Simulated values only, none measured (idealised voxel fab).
This section sets out a process module, namely voxel transistor to metal.
FYI the section here is cut, 290 nm wide, cells are 5 nm squares.
Cross-section spec: square-cell grid; bands listed top down; each band is one or more rows.
It is stipulated that each band's entry specify, in nanometres, the height of the top of the band and then that of its bottom, followed by the materials of the band in left-to-right sequence, each together with its width in nanometres. A single material marked by the word "all across" is understood to fill the band from edge to edge; the word "empty" is understood to denote empty space.
Height is counted from the level 0, under which the received wafer is composed throughout of one material. The lowest of the bands is not closed at the bottom but continues downward, in the notation "0 -> down".
The notation "30..40" denotes a width that varies across the rows of cells in the band, beginning at the first number in the top row, finishing at the second number in the bottom row, and changing by an identical amount from each row to the next.
Where a step carries "nothing got changed", the cross-section came out of it unchanged, cell for cell.
So "Internal closed voids" is basically the list of trapped voids: any empty space of 8 cells or more that can't reach the top through an opening. They're written width x height at distance, the distance being from the left edge, and it's all nm.
Text after the settings on a step's line: the simulator's own remark on that step.
Steps that use a mask can have "overlay nm" on their line. It says how far the mask sat to the right of where it was meant to be. Negative means to the left.

-- plan
| 1 | RECEIVE with material Si |
| 2 | CONFORMAL_DEP with material SiO2, thk nm 5 |
| 3 | CONFORMAL_DEP with material SiN, thk nm 10 |
| 4 | PATTERN with tone cover, mask id ACTIVE, material resist, width nm 105, pitch nm 130, thk nm 15, overlay nm 0 |
| 5 | DIRECTIONAL_ETCH with etch materials SiN, depth nm 10 |
| 6 | DIRECTIONAL_ETCH with etch materials SiO2, depth nm 5 |
| 7 | DIRECTIONAL_ETCH with etch materials Si, depth nm 20 |
| 8 | STRIP with etch materials resist |
| 9 | FILL_DEP with material SiO2, thk nm 10 |
| 10 | CMP with height nm 15 |
| 11 | SELECTIVE_ETCH with etch materials SiO2, depth nm 10 |
| 12 | STRIP with etch materials SiN |
| 13 | SELECTIVE_ETCH with etch materials SiO2, depth nm 5 |
| 14 | OXIDIZE with depth nm 5 |
| 15 | DIRECTIONAL_DEP with material polySi, thk nm 20 |
| 16 | DIRECTIONAL_DEP with material SiCN, thk nm 15 |
| 17 | DIRECTIONAL_DEP with material aC, thk nm 10 |
| 18 | PATTERN with tone cover, mask id GATE, material resist, width nm 25, pitch nm 130, thk nm 30, overlay nm 0 |
| 19 | DIRECTIONAL_ETCH with etch materials aC, depth nm 10 |
| 20 | STRIP with etch materials resist |
| 21 | DIRECTIONAL_ETCH with etch materials SiCN, depth nm 25 |
| 22 | DIRECTIONAL_ETCH with etch materials polySi, depth nm 30 |
| 23 | STRIP with etch materials aC |
| 24 | CONFORMAL_DEP with material SiO2, thk nm 5 |
| 25 | DIRECTIONAL_ETCH with etch materials SiO2, depth nm 5 |
| 26 | CONFORMAL_DEP with material SiN, thk nm 5 |
| 27 | DIRECTIONAL_ETCH with etch materials SiN, depth nm 5 |
| 28 | DIRECTIONAL_ETCH with etch materials SiO2, depth nm 5 |
| 29 | EPI with material SiGe, thk nm 5 |
| 30 | FILL_DEP with material SiO2, thk nm 10 |
| 31 | CMP with height nm 20 |
| 32 | STRIP with etch materials polySi |
| 33 | SELECTIVE_ETCH with etch materials SiO2, depth nm 5 |
| 34 | CONFORMAL_DEP with material HfO2, thk nm 5 |
| 35 | CONFORMAL_DEP with material TiN, thk nm 5 |
| 36 | FILL_DEP with material W, thk nm 10 |
| 37 | CMP with height nm 15 |
| 38 | DIRECTIONAL_DEP with material SiO2, thk nm 10 |
| 39 | DIRECTIONAL_DEP with material aC, thk nm 15 |
| 40 | PATTERN with tone open, mask id CONTACT, material resist, width nm 15, thk nm 30, overlay nm 0 |
| 41 | DIRECTIONAL_ETCH with etch materials aC, depth nm 15 |
| 42 | STRIP with etch materials resist |
| 43 | DIRECTIONAL_ETCH with etch materials SiO2, depth nm 25 |
| 44 | STRIP with etch materials aC |
| 45 | CONFORMAL_DEP with material TiN, thk nm 5 |
| 46 | FILL_DEP with material Ru, thk nm 10 |
| 47 | CMP with height nm 25 |
| 48 | CONFORMAL_DEP with material SiN, thk nm 5 |
| 49 | DIRECTIONAL_DEP with material SiO2, thk nm 20 |
| 50 | MASKED_ETCH with tone open, mask id METAL_1, width nm 15, etch materials SiO2, depth nm 20, overlay nm 0 |
| 51 | MASKED_ETCH with tone open, mask id METAL_1, width nm 15, etch materials SiN, depth nm 5, overlay nm 0 |
| 52 | CONFORMAL_DEP with material TiN, thk nm 5 |
| 53 | FILL_DEP with material Cu, thk nm 10 |
| 54 | CMP with height nm 50 |
| 55 | CONFORMAL_DEP with material SiCN, thk nm 5 |
| 56 | DIRECTIONAL_DEP with material lowk, thk nm 25 |
| 57 | MASKED_ETCH with tone open, mask id METAL_2, width nm 15, pitch nm 130, etch materials lowk, depth nm 15, overlay nm 0 |
| 58 | MASKED_ETCH with tone open, mask id METAL_2_HOLES, width nm 15, pitch nm 130, etch materials lowk, depth nm 10, overlay nm 0 |
| 59 | MASKED_ETCH with tone open, mask id METAL_2_HOLES, width nm 15, pitch nm 130, etch materials SiCN, depth nm 5, overlay nm 0 |
| 60 | CONFORMAL_DEP with material TiN, thk nm 5 |
| 61 | FILL_DEP with material Cu, thk nm 10 |
| 62 | CMP with height nm 80 |
| 63 | CONFORMAL_DEP with material SiCN, thk nm 5 |
Split variable: width nm, step 58. Plan value = first wafer. Wafers start alike.

-- first wafer as received, after step 1
0 -> down = Si all across
Internal closed voids: none

-- each wafer at the end: cells of each material gained (+) or lost (-) since it was received, then its closed voids
width nm 15; +26 Cu; +26 HfO2; +16 Ru; -106 Si; +110 SiCN; +28 SiGe; +58 SiN; +424 SiO2; +132 TiN; +12 W; +260 lowk; Internal closed voids: none
width nm 20; +28 Cu; +26 HfO2; +16 Ru; -106 Si; +110 SiCN; +28 SiGe; +58 SiN; +424 SiO2; +134 TiN; +12 W; +256 lowk; Internal closed voids: none
width nm 25; +30 Cu; +26 HfO2; +16 Ru; -106 Si; +110 SiCN; +28 SiGe; +58 SiN; +424 SiO2; +136 TiN; +12 W; +252 lowk; Internal closed voids: none
width nm 30; +32 Cu; +26 HfO2; +16 Ru; -106 Si; +110 SiCN; +28 SiGe; +58 SiN; +424 SiO2; +138 TiN; +12 W; +248 lowk; Internal closed voids: none
